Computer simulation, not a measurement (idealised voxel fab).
Presented below is a process module, voxel double patterning.
Cross-section cut spans 170 nm and uses square cells 5 nm in size.
The cross-sections in this document take the form of a grid made of square cells. They are written out as bands, in order from top to bottom. Each band consists of one or more rows of cells.
Band: top and bottom heights (nm) first, top before bottom; then materials from left to right, widths in nm. "throughout" marks a sole material filling the band edge to edge. "blank" denotes empty space.
The reference from which all heights are counted is 0, the level beneath which the as-received wafer is entirely one material; the lowest band, having no lower bound, proceeds downward and is written after the example "z 0 and below".
With a width like "30..40", each row of cells in the band differs from the next by the same amount, the top row carrying the first number and the bottom row the second.
Step note "nothing got changed" = no cross-section cell changed.
"Closed void table" means: voids of 8 cells or more that are shut off from the top with no open way through. Written width x height at distance, distance from the left edge, in nm.
Past the settings on a step's line: simulator remark, on that step.
overlay nm: step with mask; distance mask lay right of planned place; negative value = left of planned place.

-- Steps planned for the process
| 1 | op RECEIVE | material Si |
| 2 | op CONFORMAL_DEP | material SiO2 | thk nm 5 |
| 3 | op DIRECTIONAL_DEP | material TiN | thk nm 20 |
| 4 | op DIRECTIONAL_DEP | material SiN | thk nm 10 |
| 5 | op MASKED_ETCH | tone open | mask id FIRST | width nm 15 | pitch nm 50 | etch materials SiN | depth nm 10 | overlay nm 0 |
| 6 | op DIRECTIONAL_DEP | material aC | thk nm 10 |
| 7 | op PATTERN | tone open | mask id SECOND | material resist | width nm 15 | thk nm 30 | overlay nm 0 |
| 8 | op DIRECTIONAL_ETCH | etch materials aC | depth nm 10 |
| 9 | op STRIP | etch materials resist |
| 10 | op DIRECTIONAL_ETCH | etch materials SiN | depth nm 10 |
| 11 | op STRIP | etch materials aC |
| 12 | op DIRECTIONAL_ETCH | etch materials TiN | depth nm 20 |
| 13 | op STRIP | etch materials SiN |

-- Of two wafers, the first: run according to plan

-- As-received wafer cross-section (after step 1)
> z 0 and below | Si throughout
> Closed void table: none

-- Wafer after step 2 (cross-section)
> z 5 to 0 | SiO2 throughout
> Below 0, no change.

-- Wafer after step 3 (cross-section)
> z 25 to 5 | TiN throughout
> Below 5, no change.

-- Wafer after step 4 (cross-section)
> z 35 to 25 | SiN throughout
> Below 25, no change.

-- Wafer after step 5 (cross-section)
> z 35 to 25 | 50 SiN  15 blank  35 SiN  15 blank  55 SiN
> Below 25, no change.

-- Wafer after step 6 (cross-section)
> z 45 to 35 | 50 aC  15 blank  35 aC  15 blank  55 aC
> z 35 to 25 | 50 SiN  15 aC  35 SiN  15 aC  55 SiN
> Below 25, no change.

-- Wafer after step 7 (cross-section)
> z 75 to 45 | 75 resist  15 blank  80 resist
> z 45 to 35 | 50 aC  15 resist  35 aC  15 resist  55 aC
> Below 35, no change.

-- Wafer after step 8 (cross-section)
> z 65 to 45 | 75 resist  15 blank  80 resist
> z 45 to 35 | 50 aC  15 resist  10 aC  15 blank  10 aC  15 resist  55 aC
> Below 35, no change.

-- Wafer after step 9 (cross-section)
> z 45 to 35 | 50 aC  15 blank  10 aC  15 blank  10 aC  15 blank  55 aC
> Below 35, no change.

-- Wafer after step 10 (cross-section)
> z 45 to 35 | 50 aC  15 blank  10 aC  15 blank  10 aC  15 blank  55 aC
> z 35 to 25 | 50 SiN  15 aC  10 SiN  15 blank  10 SiN  15 aC  55 SiN
> Below 25, no change.

-- Wafer after step 11 (cross-section)
> z 35 to 25 | 50 SiN  15 blank  10 SiN  15 blank  10 SiN  15 blank  55 SiN
> Below 25, no change.

-- Wafer after step 12 (cross-section)
> z 35 to 25 | 50 SiN  15 blank  10 SiN  15 blank  10 SiN  15 blank  55 SiN
> z 25 to 5 | 50 TiN  15 blank  10 TiN  15 blank  10 TiN  15 blank  55 TiN
> Below 5, no change.

-- Wafer after step 13 (cross-section)
> z 25 to 5 | 50 TiN  15 blank  10 TiN  15 blank  10 TiN  15 blank  55 TiN
> Below 5, no change.

-- For the second wafer, take the first wafer's start and plan, then add one mistake made in running it; everything through step 1, that step included, is shared with the first

-- Cross-section, second wafer, at the end time the plan gives for step 2
> z 20 to 0 | TiN throughout
> Below 0, no change.

-- Cross-section, second wafer, at the end time the plan gives for step 3
> z 25 to 20 | SiO2 throughout
> Below 20, no change.

-- Cross-section, second wafer, at the end time the plan gives for step 4
> z 35 to 25 | SiN throughout
> Below 25, no change.

-- Cross-section, second wafer, at the end time the plan gives for step 5
> z 35 to 25 | 50 SiN  15 blank  35 SiN  15 blank  55 SiN
> Below 25, no change.

-- Cross-section, second wafer, at the end time the plan gives for step 6
> z 45 to 35 | 50 aC  15 blank  35 aC  15 blank  55 aC
> z 35 to 25 | 50 SiN  15 aC  35 SiN  15 aC  55 SiN
> Below 25, no change.

-- Cross-section, second wafer, at the end time the plan gives for step 7
> z 75 to 45 | 75 resist  15 blank  80 resist
> z 45 to 35 | 50 aC  15 resist  35 aC  15 resist  55 aC
> Below 35, no change.

-- Cross-section, second wafer, at the end time the plan gives for step 8
> z 65 to 45 | 75 resist  15 blank  80 resist
> z 45 to 35 | 50 aC  15 resist  10 aC  15 blank  10 aC  15 resist  55 aC
> Below 35, no change.

-- Cross-section, second wafer, at the end time the plan gives for step 9
> z 45 to 35 | 50 aC  15 blank  10 aC  15 blank  10 aC  15 blank  55 aC
> Below 35, no change.

-- Cross-section, second wafer, at the end time the plan gives for step 10
> z 45 to 35 | 50 aC  15 blank  10 aC  15 blank  10 aC  15 blank  55 aC
> z 35 to 25 | 50 SiN  15 aC  10 SiN  15 blank  10 SiN  15 aC  55 SiN
> Below 25, no change.

-- Cross-section, second wafer, at the end time the plan gives for step 11
> z 35 to 25 | 50 SiN  15 blank  10 SiN  15 blank  10 SiN  15 blank  55 SiN
> Below 25, no change.

Cross-section, second wafer, at the end time the plan gives for step 12: nothing got changed

-- Cross-section, second wafer, at the end time the plan gives for step 13
> z 25 to 20 | SiO2 throughout
> Below 20, no change.
What broke from the plan during processing? step 2 ran in the slot meant for step 3, and vice versa
Wafer comparison, final, in cells, second relative to first, materials more or fewer: 36 more of TiN
